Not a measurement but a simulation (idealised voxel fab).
Module name: voxel wiring stack (process module)
Cross-section cut: width 190 nm, square cells of 5 nm.
In what follows, cross-sections appear as grids of square cells, described through bands that run from the top down, where every band is one or more rows of cells. The band entry comprises the height of the band's top followed by the height of its bottom, expressed in nm, and subsequently the band's materials from left to right, each stated together with its width in nm. Where a single material is marked with the word "edge to edge", that material fills the band from edge to edge. The word "air" represents empty space. It should be noted that heights are counted from 0, beneath which the wafer as supplied is of one material throughout, and that the lowest band possesses no lower boundary but continues downward, as written in "z 0 and below". Width spec "30->40" -> top row of cells at first value, bottom row at second value, equal per-row change in between. "all unchanged" for a step: no cell of the cross-section changed in that step. "Enclosed internal voids" - sealed voids, min. 8 cells, no opening to top; format: width x height at distance (distance from left edge; nm throughout). On a step's line, text after the settings is the simulator commenting on that step. Regarding "overlay nm": on a step with a mask, it is the distance the mask lay to the right of its planned place; a negative value places it to the left. Below you will find pairs of cross-sections. In each, one shows the wafer before one process step and the other after it, with the after view ending at the lowest band that changed. Under each pair is the step separating them, along with its settings. Do not assume the pairs form a chain: they can come from different runs of this module on the same starting wafer, and a pair continues from the pair above it only when its "Prior to step" entry says so.

**Prior to step**
    z 0 and below  Si edge to edge
    Enclosed internal voids: none

**As Processed**
    z 15 to 0  SiO2 edge to edge
    Under 0: no change, same as before.
    Enclosed internal voids: none
Relating the two cross-sections above, the step in between is CONFORMAL_DEP,material SiO2,thk nm 15

Prior to step: This step starts from the configuration shown after the step in the pair immediately above.

**As Processed**
    z 20 to 15  SiN edge to edge
    Under 15: no change, same as before.
    Enclosed internal voids: none
Relating the two cross-sections above, the step in between is CONFORMAL_DEP,material SiN,thk nm 5

Prior to step: This step starts from the configuration shown after the step in the pair immediately above.

**As Processed**
    z 45 to 20  lowk edge to edge
    Under 20: no change, same as before.
    Enclosed internal voids: none
Relating the two cross-sections above, the step in between is DIRECTIONAL_DEP,material lowk,thk nm 25

Prior to step: This step starts from the configuration shown after the step in the pair immediately above.

**As Processed**
    z 60 to 45  resist 65  air 20  resist 20  air 20  resist 65
    Under 45: no change, same as before.
    Enclosed internal voids: none
Relating the two cross-sections above, the step in between is PATTERN,tone open,mask id METAL_1,material resist,width nm 20,pitch nm 40,thk nm 15,overlay nm 0

Prior to step: This step starts from the configuration shown after the step in the pair immediately above.

**As Processed**
    z 60 to 45  resist 65  air 20  resist 20  air 20  resist 65
    z 45 to 20  lowk 65  air 20  lowk 20  air 20  lowk 65
    Under 20: no change, same as before.
    Enclosed internal voids: none
Relating the two cross-sections above, the step in between is DIRECTIONAL_ETCH,etch materials lowk,depth nm 25

Prior to step: This step starts from the configuration shown after the step in the pair immediately above.

**As Processed**
    z 60 to 45  resist 65  air 20  resist 20  air 20  resist 65
    z 45 to 20  lowk 65  air 20  lowk 20  air 20  lowk 65
    z 20 to 15  SiN 65  air 20  SiN 20  air 20  SiN 65
    Under 15: no change, same as before.
    Enclosed internal voids: none
Relating the two cross-sections above, the step in between is DIRECTIONAL_ETCH,etch materials SiN,depth nm 5

Prior to step: This step starts from the configuration shown after the step in the pair immediately above.

**As Processed**
    z 45 to 20  lowk 65  air 20  lowk 20  air 20  lowk 65
    Under 20: no change, same as before.
    Enclosed internal voids: none
Relating the two cross-sections above, the step in between is STRIP,etch materials resist

Prior to step: This step starts from the configuration shown after the step in the pair immediately above.

**As Processed**
    z 50 to 45  TiN 70  air 10  TiN 30  air 10  TiN 70
    z 45 to 20  lowk 65  TiN 5  air 10  TiN 5  lowk 20  TiN 5  air 10  TiN 5  lowk 65
    z 20 to 15  SiN 65  TiN 20  SiN 20  TiN 20  SiN 65
    Under 15: no change, same as before.
    Enclosed internal voids: none
Relating the two cross-sections above, the step in between is CONFORMAL_DEP,material TiN,thk nm 5

Prior to step: This step starts from the configuration shown after the step in the pair immediately above.

**As Processed**
    z 60 to 50  W edge to edge
    z 50 to 45  TiN 70  W 10  TiN 30  W 10  TiN 70
    z 45 to 20  lowk 65  TiN 5  W 10  TiN 5  lowk 20  TiN 5  W 10  TiN 5  lowk 65
    Under 20: no change, same as before.
    Enclosed internal voids: none
Relating the two cross-sections above, the step in between is FILL_DEP,material W,thk nm 10

Prior to step: This step starts from the configuration shown after the step in the pair immediately above.

**As Processed**
    z 45 to 20  lowk 65  TiN 5  W 10  TiN 5  lowk 20  TiN 5  W 10  TiN 5  lowk 65
    Under 20: no change, same as before.
    Enclosed internal voids: none
Relating the two cross-sections above, the step in between is CMP,height nm 45

Prior to step: This step starts from the configuration shown after the step in the pair immediately above.

**As Processed**
    z 50 to 45  air 60  Ru 30  air 10  Ru 30  air 60
    Under 45: no change, same as before.
    Enclosed internal voids: none
Relating the two cross-sections above, the step in between is EPI,material Ru,thk nm 5

Prior to step: This step starts from the configuration shown after the step in the pair immediately above.

**As Processed**
    z 55 to 50  SiCN edge to edge
    z 50 to 45  SiCN 60  Ru 30  SiCN 10  Ru 30  SiCN 60
    Under 45: no change, same as before.
    Enclosed internal voids: none
Relating the two cross-sections above, the step in between is FILL_DEP,material SiCN,thk nm 5

Prior to step: This step starts from the configuration shown after the step in the pair immediately above.

**As Processed**
    z 85 to 55  lowk edge to edge
    Under 55: no change, same as before.
    Enclosed internal voids: none
Relating the two cross-sections above, the step in between is DIRECTIONAL_DEP,material lowk,thk nm 30

Prior to step: This step starts from the configuration shown after the step in the pair immediately above.

**As Processed**
    z 95 to 85  aC edge to edge
    Under 85: no change, same as before.
    Enclosed internal voids: none
Relating the two cross-sections above, the step in between is DIRECTIONAL_DEP,material aC,thk nm 10

Prior to step: This step starts from the configuration shown after the step in the pair immediately above.

**As Processed**
    z 120 to 95  resist 65  air 20  resist 20  air 20  resist 65
    Under 95: no change, same as before.
    Enclosed internal voids: none
Relating the two cross-sections above, the step in between is PATTERN,tone open,mask id METAL_2,material resist,width nm 20,pitch nm 40,thk nm 25,overlay nm 0

Prior to step: This step starts from the configuration shown after the step in the pair immediately above.

**As Processed**
    z 110 to 95  resist 65  air 20  resist 20  air 20  resist 65
    z 95 to 85  aC 65  air 20  aC 20  air 20  aC 65
    Under 85: no change, same as before.
    Enclosed internal voids: none
Relating the two cross-sections above, the step in between is DIRECTIONAL_ETCH,etch materials aC,depth nm 10

Prior to step: This step starts from the configuration shown after the step in the pair immediately above.

**As Processed**
    z 95 to 85  aC 65  air 20  aC 20  air 20  aC 65
    Under 85: no change, same as before.
    Enclosed internal voids: none
Relating the two cross-sections above, the step in between is STRIP,etch materials resist

Prior to step: This step starts from the configuration shown after the step in the pair immediately above.

**As Processed**
    z 95 to 85  aC 65  air 20  aC 20  air 20  aC 65
    z 85 to 65  lowk 65  air 20  lowk 20  air 20  lowk 65
    Under 65: no change, same as before.
    Enclosed internal voids: none
Relating the two cross-sections above, the step in between is DIRECTIONAL_ETCH,etch materials lowk,depth nm 20

Prior to step: This step starts from the configuration shown after the step in the pair immediately above.

**As Processed**
    z 85 to 65  lowk 65  air 20  lowk 20  air 20  lowk 65
    Under 65: no change, same as before.
    Enclosed internal voids: none
Relating the two cross-sections above, the step in between is STRIP,etch materials aC

Prior to step: This step starts from the configuration shown after the step in the pair immediately above.

**As Processed**
    z 105 to 85  resist 65  air 15  resist 25  air 15  resist 70
    z 85 to 65  lowk 65  air 15  resist 5  lowk 20  air 15  resist 5  lowk 65
    Under 65: no change, same as before.
    Enclosed internal voids: none
Relating the two cross-sections above, the step in between is PATTERN,tone open,mask id METAL_2_HOLES,material resist,width nm 15,pitch nm 40,thk nm 20,overlay nm 0

Prior to step: This step starts from the configuration shown after the step in the pair immediately above.

**As Processed**
    z 105 to 85  resist 65  air 15  resist 25  air 15  resist 70
    z 85 to 65  lowk 65  air 15  resist 5  lowk 20  air 15  resist 5  lowk 65
    z 65 to 55  lowk 65  air 15  lowk 25  air 15  lowk 70
    Under 55: no change, same as before.
    Enclosed internal voids: none
Relating the two cross-sections above, the step in between is DIRECTIONAL_ETCH,etch materials lowk,depth nm 10

Prior to step: This step starts from the configuration shown after the step in the pair immediately above.

**As Processed**
    z 105 to 85  resist 65  air 15  resist 25  air 15  resist 70
    z 85 to 65  lowk 65  air 15  resist 5  lowk 20  air 15  resist 5  lowk 65
    z 65 to 55  lowk 65  air 15  lowk 25  air 15  lowk 70
    z 55 to 50  SiCN 65  air 15  SiCN 25  air 15  SiCN 70
    Under 50: no change, same as before.
    Enclosed internal voids: none
Relating the two cross-sections above, the step in between is DIRECTIONAL_ETCH,etch materials SiCN,depth nm 5

Prior to step: This step starts from the configuration shown after the step in the pair immediately above.

**As Processed**
    z 85 to 65  lowk 65  air 20  lowk 20  air 20  lowk 65
    Under 65: no change, same as before.
    Enclosed internal voids: none
Relating the two cross-sections above, the step in between is STRIP,etch materials resist

Prior to step: This step starts from the configuration shown after the step in the pair immediately above.

**As Processed**
    z 90 to 85  TiN 70  air 10  TiN 30  air 10  TiN 70
    z 85 to 70  lowk 65  TiN 5  air 10  TiN 5  lowk 20  TiN 5  air 10  TiN 5  lowk 65
    z 70 to 65  lowk 65  TiN 5  air 5  TiN 10  lowk 20  TiN 5  air 5  TiN 10  lowk 65
    z 65 to 55  lowk 65  TiN 5  air 5  TiN 5  lowk 25  TiN 5  air 5  TiN 5  lowk 70
    z 55 to 50  SiCN 65  TiN 15  SiCN 25  TiN 15  SiCN 70
    Under 50: no change, same as before.
    Enclosed internal voids: none
Relating the two cross-sections above, the step in between is CONFORMAL_DEP,material TiN,thk nm 5

Prior to step: This step starts from the configuration shown after the step in the pair immediately above.

**As Processed**
    z 95 to 90  Ru edge to edge
    z 90 to 85  TiN 70  Ru 10  TiN 30  Ru 10  TiN 70
    z 85 to 70  lowk 65  TiN 5  Ru 10  TiN 5  lowk 20  TiN 5  Ru 10  TiN 5  lowk 65
    z 70 to 65  lowk 65  TiN 5  Ru 5  TiN 10  lowk 20  TiN 5  Ru 5  TiN 10  lowk 65
    z 65 to 55  lowk 65  TiN 5  Ru 5  TiN 5  lowk 25  TiN 5  Ru 5  TiN 5  lowk 70
    Under 55: no change, same as before.
    Enclosed internal voids: none
Relating the two cross-sections above, the step in between is FILL_DEP,material Ru,thk nm 5

Prior to step: This step starts from the configuration shown after the step in the pair immediately above.

**As Processed**
    z 85 to 70  lowk 65  TiN 5  Ru 10  TiN 5  lowk 20  TiN 5  Ru 10  TiN 5  lowk 65
    Under 70: no change, same as before.
    Enclosed internal voids: none
Relating the two cross-sections above, the step in between is CMP,height nm 85

Prior to step: This step starts from the configuration shown after the step in the pair immediately above.

**As Processed**
    z 90 to 85  SiCN edge to edge
    Under 85: no change, same as before.
    Enclosed internal voids: none
Relating the two cross-sections above, the step in between is CONFORMAL_DEP,material SiCN,thk nm 5

Prior to step: This step starts from the configuration shown after the step in the pair immediately above.

**As Processed**
    z 105 to 90  lowk edge to edge
    Under 90: no change, same as before.
    Enclosed internal voids: none
Relating the two cross-sections above, the step in between is DIRECTIONAL_DEP,material lowk,thk nm 15

Prior to step: This step starts from the configuration shown after the step in the pair immediately above.

**As Processed**
    z 120 to 105  aC edge to edge
    Under 105: no change, same as before.
    Enclosed internal voids: none
Relating the two cross-sections above, the step in between is DIRECTIONAL_DEP,material aC,thk nm 15

Prior to step: This step starts from the configuration shown after the step in the pair immediately above.

**As Processed**
    z 150 to 120  resist 65  air 15  resist 110
    Under 120: no change, same as before.
    Enclosed internal voids: none
Relating the two cross-sections above, the step in between is PATTERN,tone open,mask id PLUG_2,material resist,width nm 15,thk nm 30,overlay nm 0

Prior to step: This step starts from the configuration shown after the step in the pair immediately above.

**As Processed**
    z 135 to 120  resist 65  air 15  resist 110
    z 120 to 105  aC 65  air 15  aC 110
    Under 105: no change, same as before.
    Enclosed internal voids: none
Relating the two cross-sections above, the step in between is DIRECTIONAL_ETCH,etch materials aC,depth nm 15

Prior to step: This step starts from the configuration shown after the step in the pair immediately above.

**As Processed**
    z 120 to 105  aC 65  air 15  aC 110
    Under 105: no change, same as before.
    Enclosed internal voids: none
Relating the two cross-sections above, the step in between is STRIP,etch materials resist

Prior to step: This step starts from the configuration shown after the step in the pair immediately above.

**As Processed**
    z 120 to 105  aC 65  air 15  aC 110
    z 105 to 90  lowk 65  air 15  lowk 110
    Under 90: no change, same as before.
    Enclosed internal voids: none
Relating the two cross-sections above, the step in between is DIRECTIONAL_ETCH,etch materials lowk,depth nm 15

Prior to step: This step starts from the configuration shown after the step in the pair immediately above.

**As Processed**
    z 120 to 105  aC 65  air 15  aC 110
    z 105 to 90  lowk 65  air 15  lowk 110
    z 90 to 85  SiCN 65  air 15  SiCN 110
    Under 85: no change, same as before.
    Enclosed internal voids: none
Relating the two cross-sections above, the step in between is DIRECTIONAL_ETCH,etch materials SiCN,depth nm 5

Prior to step: This step starts from the configuration shown after the step in the pair immediately above.

**As Processed**
    z 105 to 90  lowk 65  air 15  lowk 110
    Under 90: no change, same as before.
    Enclosed internal voids: none
Relating the two cross-sections above, the step in between is STRIP,etch materials aC

Prior to step: This step starts from the configuration shown after the step in the pair immediately above.

**As Processed**
    z 110 to 105  TiN 70  air 5  TiN 115
    z 105 to 90  lowk 65  TiN 5  air 5  TiN 5  lowk 110
    z 90 to 85  SiCN 65  TiN 15  SiCN 110
    Under 85: no change, same as before.
    Enclosed internal voids: none
Relating the two cross-sections above, the step in between is CONFORMAL_DEP,material TiN,thk nm 5

Prior to step: This step starts from the configuration shown after the step in the pair immediately above.

**As Processed**
    z 115 to 110  Cu edge to edge
    z 110 to 105  TiN 70  Cu 5  TiN 115
    z 105 to 90  lowk 65  TiN 5  Cu 5  TiN 5  lowk 110
    Under 90: no change, same as before.
    Enclosed internal voids: none
Relating the two cross-sections above, the step in between is FILL_DEP,material Cu,thk nm 5

Prior to step: This step starts from the configuration shown after the step in the pair immediately above.

**As Processed**
    z 105 to 90  lowk 65  TiN 5  Cu 5  TiN 5  lowk 110
    Under 90: no change, same as before.
    Enclosed internal voids: none
Relating the two cross-sections above, the step in between is CMP,height nm 105

Prior to step: This step starts from the configuration shown after the step in the pair immediately above.

**As Processed**
    z 110 to 105  SiCN edge to edge
    Under 105: no change, same as before.
    Enclosed internal voids: none
Relating the two cross-sections above, the step in between is CONFORMAL_DEP,material SiCN,thk nm 5

Prior to step: This step starts from the configuration shown after the step in the pair immediately above.

**As Processed**
    z 125 to 110  SiO2 edge to edge
    Under 110: no change, same as before.
    Enclosed internal voids: none
Relating the two cross-sections above, the step in between is DIRECTIONAL_DEP,material SiO2,thk nm 15

Prior to step: This step starts from the configuration shown after the step in the pair immediately above.

**As Processed**
    z 145 to 125  resist 65  air 20  resist 20  air 20  resist 65
    Under 125: no change, same as before.
    Enclosed internal voids: none
Relating the two cross-sections above, the step in between is PATTERN,tone open,mask id METAL_3,material resist,width nm 20,pitch nm 40,thk nm 20,overlay nm 0

Prior to step: This step starts from the configuration shown after the step in the pair immediately above.

**As Processed**
    z 145 to 125  resist 65  air 20  resist 20  air 20  resist 65
    z 125 to 110  SiO2 65  air 20  SiO2 20  air 20  SiO2 65
    Under 110: no change, same as before.
    Enclosed internal voids: none
Relating the two cross-sections above, the step in between is DIRECTIONAL_ETCH,etch materials SiO2,depth nm 15

Prior to step: This step starts from the configuration shown after the step in the pair immediately above.

**As Processed**
    z 145 to 125  resist 65  air 20  resist 20  air 20  resist 65
    z 125 to 110  SiO2 65  air 20  SiO2 20  air 20  SiO2 65
    z 110 to 105  SiCN 65  air 20  SiCN 20  air 20  SiCN 65
    Under 105: no change, same as before.
    Enclosed internal voids: none
Relating the two cross-sections above, the step in between is DIRECTIONAL_ETCH,etch materials SiCN,depth nm 5

Prior to step: This step starts from the configuration shown after the step in the pair immediately above.

**As Processed**
    z 125 to 110  SiO2 65  air 20  SiO2 20  air 20  SiO2 65
    Under 110: no change, same as before.
    Enclosed internal voids: none
Relating the two cross-sections above, the step in between is STRIP,etch materials resist

Prior to step: This step starts from the configuration shown after the step in the pair immediately above.

**As Processed**
    z 130 to 125  TiN 70  air 10  TiN 30  air 10  TiN 70
    z 125 to 110  SiO2 65  TiN 5  air 10  TiN 5  SiO2 20  TiN 5  air 10  TiN 5  SiO2 65
    z 110 to 105  SiCN 65  TiN 20  SiCN 20  TiN 20  SiCN 65
    Under 105: no change, same as before.
    Enclosed internal voids: none
Relating the two cross-sections above, the step in between is CONFORMAL_DEP,material TiN,thk nm 5

Prior to step: This step starts from the configuration shown after the step in the pair immediately above.

**As Processed**
    z 140 to 130  Cu edge to edge
    z 130 to 125  TiN 70  Cu 10  TiN 30  Cu 10  TiN 70
    z 125 to 110  SiO2 65  TiN 5  Cu 10  TiN 5  SiO2 20  TiN 5  Cu 10  TiN 5  SiO2 65
    Under 110: no change, same as before.
    Enclosed internal voids: none
Relating the two cross-sections above, the step in between is FILL_DEP,material Cu,thk nm 10

Prior to step: This step starts from the configuration shown after the step in the pair immediately above.

**As Processed**
    z 125 to 110  SiO2 65  TiN 5  Cu 10  TiN 5  SiO2 20  TiN 5  Cu 10  TiN 5  SiO2 65
    Under 110: no change, same as before.
    Enclosed internal voids: none
Relating the two cross-sections above, the step in between is CMP,height nm 125

Prior to step: This step starts from the configuration shown after the step in the pair immediately above.

**As Processed**
    z 130 to 125  SiN edge to edge
    Under 125: no change, same as before.
    Enclosed internal voids: none
Relating the two cross-sections above, the step in between is CONFORMAL_DEP,material SiN,thk nm 5

**Prior to step**
    z 60 to 50  W edge to edge
    z 50 to 45  TiN 70  W 10  TiN 30  W 10  TiN 70
    z 45 to 20  lowk 65  TiN 5  W 10  TiN 5  lowk 20  TiN 5  W 10  TiN 5  lowk 65
    z 20 to 15  SiN 65  TiN 20  SiN 20  TiN 20  SiN 65
    z 15 to 0  SiO2 edge to edge
    z 0 and below  Si edge to edge
    Enclosed internal voids: none

**As Processed**
    z 65 to 60  Ru edge to edge
    Under 60: no change, same as before.
    Enclosed internal voids: none
Relating the two cross-sections above, the step in between is EPI,material Ru,thk nm 5

Prior to step: This step starts from the configuration shown after the step in the pair immediately above.

**As Processed**
    z 70 to 65  SiCN edge to edge
    Under 65: no change, same as before.
    Enclosed internal voids: none
Relating the two cross-sections above, the step in between is FILL_DEP,material SiCN,thk nm 5

Prior to step: This step starts from the configuration shown after the step in the pair immediately above.

**As Processed**
    z 100 to 70  lowk edge to edge
    Under 70: no change, same as before.
    Enclosed internal voids: none
Relating the two cross-sections above, the step in between is DIRECTIONAL_DEP,material lowk,thk nm 30

Prior to step: This step starts from the configuration shown after the step in the pair immediately above.

**As Processed**
    z 110 to 100  aC edge to edge
    Under 100: no change, same as before.
    Enclosed internal voids: none
Relating the two cross-sections above, the step in between is DIRECTIONAL_DEP,material aC,thk nm 10

Prior to step: This step starts from the configuration shown after the step in the pair immediately above.

**As Processed**
    z 135 to 110  resist 65  air 20  resist 20  air 20  resist 65
    Under 110: no change, same as before.
    Enclosed internal voids: none
Relating the two cross-sections above, the step in between is PATTERN,tone open,mask id METAL_2,material resist,width nm 20,pitch nm 40,thk nm 25,overlay nm 0

Prior to step: This step starts from the configuration shown after the step in the pair immediately above.

**As Processed**
    z 125 to 110  resist 65  air 20  resist 20  air 20  resist 65
    z 110 to 100  aC 65  air 20  aC 20  air 20  aC 65
    Under 100: no change, same as before.
    Enclosed internal voids: none
Relating the two cross-sections above, the step in between is DIRECTIONAL_ETCH,etch materials aC,depth nm 10

Prior to step: This step starts from the configuration shown after the step in the pair immediately above.

**As Processed**
    z 110 to 100  aC 65  air 20  aC 20  air 20  aC 65
    Under 100: no change, same as before.
    Enclosed internal voids: none
Relating the two cross-sections above, the step in between is STRIP,etch materials resist

Prior to step: This step starts from the configuration shown after the step in the pair immediately above.

**As Processed**
    z 110 to 100  aC 65  air 20  aC 20  air 20  aC 65
    z 100 to 80  lowk 65  air 20  lowk 20  air 20  lowk 65
    Under 80: no change, same as before.
    Enclosed internal voids: none
Relating the two cross-sections above, the step in between is DIRECTIONAL_ETCH,etch materials lowk,depth nm 20

Prior to step: This step starts from the configuration shown after the step in the pair immediately above.

**As Processed**
    z 100 to 80  lowk 65  air 20  lowk 20  air 20  lowk 65
    Under 80: no change, same as before.
    Enclosed internal voids: none
Relating the two cross-sections above, the step in between is STRIP,etch materials aC

Prior to step: This step starts from the configuration shown after the step in the pair immediately above.

**As Processed**
    z 120 to 100  resist 65  air 15  resist 25  air 15  resist 70
    z 100 to 80  lowk 65  air 15  resist 5  lowk 20  air 15  resist 5  lowk 65
    Under 80: no change, same as before.
    Enclosed internal voids: none
Relating the two cross-sections above, the step in between is PATTERN,tone open,mask id METAL_2_HOLES,material resist,width nm 15,pitch nm 40,thk nm 20,overlay nm 0

Prior to step: This step starts from the configuration shown after the step in the pair immediately above.

**As Processed**
    z 120 to 100  resist 65  air 15  resist 25  air 15  resist 70
    z 100 to 80  lowk 65  air 15  resist 5  lowk 20  air 15  resist 5  lowk 65
    z 80 to 70  lowk 65  air 15  lowk 25  air 15  lowk 70
    Under 70: no change, same as before.
    Enclosed internal voids: none
Relating the two cross-sections above, the step in between is DIRECTIONAL_ETCH,etch materials lowk,depth nm 10

Prior to step: This step starts from the configuration shown after the step in the pair immediately above.

**As Processed**
    z 120 to 100  resist 65  air 15  resist 25  air 15  resist 70
    z 100 to 80  lowk 65  air 15  resist 5  lowk 20  air 15  resist 5  lowk 65
    z 80 to 70  lowk 65  air 15  lowk 25  air 15  lowk 70
    z 70 to 65  SiCN 65  air 15  SiCN 25  air 15  SiCN 70
    Under 65: no change, same as before.
    Enclosed internal voids: none
Relating the two cross-sections above, the step in between is DIRECTIONAL_ETCH,etch materials SiCN,depth nm 5

Prior to step: This step starts from the configuration shown after the step in the pair immediately above.

**As Processed**
    z 100 to 80  lowk 65  air 20  lowk 20  air 20  lowk 65
    Under 80: no change, same as before.
    Enclosed internal voids: none
Relating the two cross-sections above, the step in between is STRIP,etch materials resist

Prior to step: This step starts from the configuration shown after the step in the pair immediately above.

**As Processed**
    z 105 to 100  TiN 70  air 10  TiN 30  air 10  TiN 70
    z 100 to 85  lowk 65  TiN 5  air 10  TiN 5  lowk 20  TiN 5  air 10  TiN 5  lowk 65
    z 85 to 80  lowk 65  TiN 5  air 5  TiN 10  lowk 20  TiN 5  air 5  TiN 10  lowk 65
    z 80 to 70  lowk 65  TiN 5  air 5  TiN 5  lowk 25  TiN 5  air 5  TiN 5  lowk 70
    z 70 to 65  SiCN 65  TiN 15  SiCN 25  TiN 15  SiCN 70
    Under 65: no change, same as before.
    Enclosed internal voids: none
Relating the two cross-sections above, the step in between is CONFORMAL_DEP,material TiN,thk nm 5

Prior to step: This step starts from the configuration shown after the step in the pair immediately above.

**As Processed**
    z 110 to 105  Ru edge to edge
    z 105 to 100  TiN 70  Ru 10  TiN 30  Ru 10  TiN 70
    z 100 to 85  lowk 65  TiN 5  Ru 10  TiN 5  lowk 20  TiN 5  Ru 10  TiN 5  lowk 65
    z 85 to 80  lowk 65  TiN 5  Ru 5  TiN 10  lowk 20  TiN 5  Ru 5  TiN 10  lowk 65
    z 80 to 70  lowk 65  TiN 5  Ru 5  TiN 5  lowk 25  TiN 5  Ru 5  TiN 5  lowk 70
    Under 70: no change, same as before.
    Enclosed internal voids: none
Relating the two cross-sections above, the step in between is FILL_DEP,material Ru,thk nm 5

Prior to step: This step starts from the configuration shown after the step in the pair immediately above.

**As Processed**
    z 85 to 80  lowk 65  TiN 5  Ru 5  TiN 10  lowk 20  TiN 5  Ru 5  TiN 10  lowk 65
    Under 80: no change, same as before.
    Enclosed internal voids: none
Relating the two cross-sections above, the step in between is CMP,height nm 85

Prior to step: This step starts from the configuration shown after the step in the pair immediately above.

**As Processed**
    z 90 to 85  SiCN edge to edge
    Under 85: no change, same as before.
    Enclosed internal voids: none
Relating the two cross-sections above, the step in between is CONFORMAL_DEP,material SiCN,thk nm 5

Prior to step: This step starts from the configuration shown after the step in the pair immediately above.

**As Processed**
    z 105 to 90  lowk edge to edge
    Under 90: no change, same as before.
    Enclosed internal voids: none
Relating the two cross-sections above, the step in between is DIRECTIONAL_DEP,material lowk,thk nm 15

Prior to step: This step starts from the configuration shown after the step in the pair immediately above.

**As Processed**
    z 120 to 105  aC edge to edge
    Under 105: no change, same as before.
    Enclosed internal voids: none
Relating the two cross-sections above, the step in between is DIRECTIONAL_DEP,material aC,thk nm 15

Prior to step: This step starts from the configuration shown after the step in the pair immediately above.

**As Processed**
    z 150 to 120  resist 65  air 15  resist 110
    Under 120: no change, same as before.
    Enclosed internal voids: none
Relating the two cross-sections above, the step in between is PATTERN,tone open,mask id PLUG_2,material resist,width nm 15,thk nm 30,overlay nm 0

Prior to step: This step starts from the configuration shown after the step in the pair immediately above.

**As Processed**
    z 135 to 120  resist 65  air 15  resist 110
    z 120 to 105  aC 65  air 15  aC 110
    Under 105: no change, same as before.
    Enclosed internal voids: none
Relating the two cross-sections above, the step in between is DIRECTIONAL_ETCH,etch materials aC,depth nm 15

Prior to step: This step starts from the configuration shown after the step in the pair immediately above.

**As Processed**
    z 120 to 105  aC 65  air 15  aC 110
    Under 105: no change, same as before.
    Enclosed internal voids: none
Relating the two cross-sections above, the step in between is STRIP,etch materials resist

Prior to step: This step starts from the configuration shown after the step in the pair immediately above.

**As Processed**
    z 120 to 105  aC 65  air 15  aC 110
    z 105 to 90  lowk 65  air 15  lowk 110
    Under 90: no change, same as before.
    Enclosed internal voids: none
Relating the two cross-sections above, the step in between is DIRECTIONAL_ETCH,etch materials lowk,depth nm 15

Prior to step: This step starts from the configuration shown after the step in the pair immediately above.

**As Processed**
    z 120 to 105  aC 65  air 15  aC 110
    z 105 to 90  lowk 65  air 15  lowk 110
    z 90 to 85  SiCN 65  air 15  SiCN 110
    Under 85: no change, same as before.
    Enclosed internal voids: none
Relating the two cross-sections above, the step in between is DIRECTIONAL_ETCH,etch materials SiCN,depth nm 5

Prior to step: This step starts from the configuration shown after the step in the pair immediately above.

**As Processed**
    z 105 to 90  lowk 65  air 15  lowk 110
    Under 90: no change, same as before.
    Enclosed internal voids: none
Relating the two cross-sections above, the step in between is STRIP,etch materials aC

Prior to step: This step starts from the configuration shown after the step in the pair immediately above.

**As Processed**
    z 110 to 105  TiN 70  air 5  TiN 115
    z 105 to 90  lowk 65  TiN 5  air 5  TiN 5  lowk 110
    z 90 to 85  SiCN 65  TiN 15  SiCN 110
    Under 85: no change, same as before.
    Enclosed internal voids: none
Relating the two cross-sections above, the step in between is CONFORMAL_DEP,material TiN,thk nm 5

Prior to step: This step starts from the configuration shown after the step in the pair immediately above.

**As Processed**
    z 115 to 110  Cu edge to edge
    z 110 to 105  TiN 70  Cu 5  TiN 115
    z 105 to 90  lowk 65  TiN 5  Cu 5  TiN 5  lowk 110
    Under 90: no change, same as before.
    Enclosed internal voids: none
Relating the two cross-sections above, the step in between is FILL_DEP,material Cu,thk nm 5

Prior to step: This step starts from the configuration shown after the step in the pair immediately above.

**As Processed**
    z 105 to 90  lowk 65  TiN 5  Cu 5  TiN 5  lowk 110
    Under 90: no change, same as before.
    Enclosed internal voids: none
Relating the two cross-sections above, the step in between is CMP,height nm 105

Prior to step: This step starts from the configuration shown after the step in the pair immediately above.

**As Processed**
    z 110 to 105  SiCN edge to edge
    Under 105: no change, same as before.
    Enclosed internal voids: none
Relating the two cross-sections above, the step in between is CONFORMAL_DEP,material SiCN,thk nm 5

Prior to step: This step starts from the configuration shown after the step in the pair immediately above.

**As Processed**
    z 125 to 110  SiO2 edge to edge
    Under 110: no change, same as before.
    Enclosed internal voids: none
Relating the two cross-sections above, the step in between is DIRECTIONAL_DEP,material SiO2,thk nm 15

Prior to step: This step starts from the configuration shown after the step in the pair immediately above.

**As Processed**
    z 145 to 125  resist 65  air 20  resist 20  air 20  resist 65
    Under 125: no change, same as before.
    Enclosed internal voids: none
Relating the two cross-sections above, the step in between is PATTERN,tone open,mask id METAL_3,material resist,width nm 20,pitch nm 40,thk nm 20,overlay nm 0

Prior to step: This step starts from the configuration shown after the step in the pair immediately above.

**As Processed**
    z 145 to 125  resist 65  air 20  resist 20  air 20  resist 65
    z 125 to 110  SiO2 65  air 20  SiO2 20  air 20  SiO2 65
    Under 110: no change, same as before.
    Enclosed internal voids: none
Relating the two cross-sections above, the step in between is DIRECTIONAL_ETCH,etch materials SiO2,depth nm 15

Prior to step: This step starts from the configuration shown after the step in the pair immediately above.

**As Processed**
    z 145 to 125  resist 65  air 20  resist 20  air 20  resist 65
    z 125 to 110  SiO2 65  air 20  SiO2 20  air 20  SiO2 65
    z 110 to 105  SiCN 65  air 20  SiCN 20  air 20  SiCN 65
    Under 105: no change, same as before.
    Enclosed internal voids: none
Relating the two cross-sections above, the step in between is DIRECTIONAL_ETCH,etch materials SiCN,depth nm 5

Prior to step: This step starts from the configuration shown after the step in the pair immediately above.

**As Processed**
    z 125 to 110  SiO2 65  air 20  SiO2 20  air 20  SiO2 65
    Under 110: no change, same as before.
    Enclosed internal voids: none
Relating the two cross-sections above, the step in between is STRIP,etch materials resist

Prior to step: This step starts from the configuration shown after the step in the pair immediately above.

**As Processed**
    z 130 to 125  TiN 70  air 10  TiN 30  air 10  TiN 70
    z 125 to 110  SiO2 65  TiN 5  air 10  TiN 5  SiO2 20  TiN 5  air 10  TiN 5  SiO2 65
    z 110 to 105  SiCN 65  TiN 20  SiCN 20  TiN 20  SiCN 65
    Under 105: no change, same as before.
    Enclosed internal voids: none
Relating the two cross-sections above, the step in between is CONFORMAL_DEP,material TiN,thk nm 5

Prior to step: This step starts from the configuration shown after the step in the pair immediately above.

**As Processed**
    z 140 to 130  Cu edge to edge
    z 130 to 125  TiN 70  Cu 10  TiN 30  Cu 10  TiN 70
    z 125 to 110  SiO2 65  TiN 5  Cu 10  TiN 5  SiO2 20  TiN 5  Cu 10  TiN 5  SiO2 65
    Under 110: no change, same as before.
    Enclosed internal voids: none
Relating the two cross-sections above, the step in between is FILL_DEP,material Cu,thk nm 10

Prior to step: This step starts from the configuration shown after the step in the pair immediately above.

**As Processed**
    z 125 to 110  SiO2 65  TiN 5  Cu 10  TiN 5  SiO2 20  TiN 5  Cu 10  TiN 5  SiO2 65
    Under 110: no change, same as before.
    Enclosed internal voids: none
Relating the two cross-sections above, the step in between is CMP,height nm 125
